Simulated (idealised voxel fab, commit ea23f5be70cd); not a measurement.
Presented below is a process module, voxel ribs on slabs.
The width of the displayed cross-section, cut, is 240 nm; its cells are square, with a size of 5 nm.
If you're reading a cross-section in this doc, picture square cells in a grid; it comes to you as bands, top ones listed first down to the bottom, and a band can be one or more rows of cells.
The band entry comprises the height of the band's top followed by the height of its bottom, expressed in nm, and subsequently the band's materials from left to right, each stated together with its width in nm. Where a single material is marked with the word "throughout", that material fills the band from edge to edge. The word "blank" represents empty space.
Heads up on the height convention: 0 is the point under which the incoming wafer is all one material, and the lowest band has no bottom, it just keeps going down, like "from 0 down".
Read "30 to 40" as a graded width: first number on top, second number at the bottom, same change between each pair of neighbouring rows.
Basically "no change" means that step didn't change any cell in the cross-section.
If an empty space has no open way to the top and is at least 8 cells in size, "Enclosed internal voids" lists it, written width x height at distance, where distance is measured from the left edge and every value is in nm.
Note: text after step settings on the step line = simulator remark on that step.
On any step carrying a mask, the "overlay nm" setting, if present on the step's line, tells how far right of its planned place the mask lay; negative values point to the left.

**Steps planned for the process**
| 1 | op RECEIVE | material Si |
| 2 | op DIRECTIONAL_DEP | material SiO2 | thk nm 25 |
| 3 | op DIRECTIONAL_DEP | material polySi | thk nm 20 |
| 4 | op PATTERN | tone cover | mask id RIB | material resist | width nm 30 | thk nm 20 | overlay nm 0 |
| 5 | op DIRECTIONAL_ETCH | etch materials polySi | depth nm 5 |
| 6 | op STRIP | etch materials resist |
| 7 | op DIRECTIONAL_DEP | material aC | thk nm 15 |
| 8 | op PATTERN | tone cover | mask id SLAB | material resist | width nm 60 | thk nm 35 | overlay nm 0 |
| 9 | op DIRECTIONAL_ETCH | etch materials aC | depth nm 15 |
| 10 | op STRIP | etch materials resist |
| 11 | op DIRECTIONAL_ETCH | etch materials polySi | depth nm 15 |
| 12 | op STRIP | etch materials aC |
| 13 | op FILL_DEP | material SiO2 | thk nm 30 |
| 14 | op CMP | height nm 65 |
| 15 | op DIRECTIONAL_DEP | material TiN | thk nm 5 |
| 16 | op MASKED_ETCH | tone cover | mask id HEATER | width nm 40 | etch materials TiN | depth nm 5 | overlay nm 0 |
| 17 | op CONFORMAL_DEP | material SiN | thk nm 5 |

**The cross-section here shows the wafer as received, i.e. in its state after step 1**
* from 0 down | Si throughout
* Enclosed internal voids: none

**Looking at the first of two wafers in cross-section at end of module - ran to plan**
* from 75 to 70 | blank: 95; SiN: 50; blank: 95
* from 70 to 65 | SiN: 100; TiN: 40; SiN: 100
* from 65 to 45 | SiO2 throughout
* from 45 to 40 | SiO2: 105; polySi: 30; SiO2: 105
* from 40 to 25 | SiO2: 90; polySi: 60; SiO2: 90
* from 25 to 0 | SiO2 throughout
* from 0 down | Si throughout
* Enclosed internal voids: none

**Wafer two, sectioned after the module: the first wafer's start, the first wafer's plan, and one mistake in how it was run**
* from 75 to 70 | blank: 95; SiN: 50; blank: 95
* from 70 to 65 | SiN: 100; TiN: 40; SiN: 100
* from 65 to 40 | SiO2 throughout
* from 40 to 30 | SiO2: 90; polySi: 15; SiO2: 30; polySi: 15; SiO2: 90
* from 30 to 25 | SiO2: 90; polySi: 60; SiO2: 90
* from 25 to 0 | SiO2 throughout
* from 0 down | Si throughout
* Enclosed internal voids: none
The mistake made against the process plan was this: steps 6 and 7 swapped
Once processing is complete, comparing cell counts shows that the second wafer has more or fewer of certain materials than the first: 18 more of SiO2 | 18 fewer of polySi
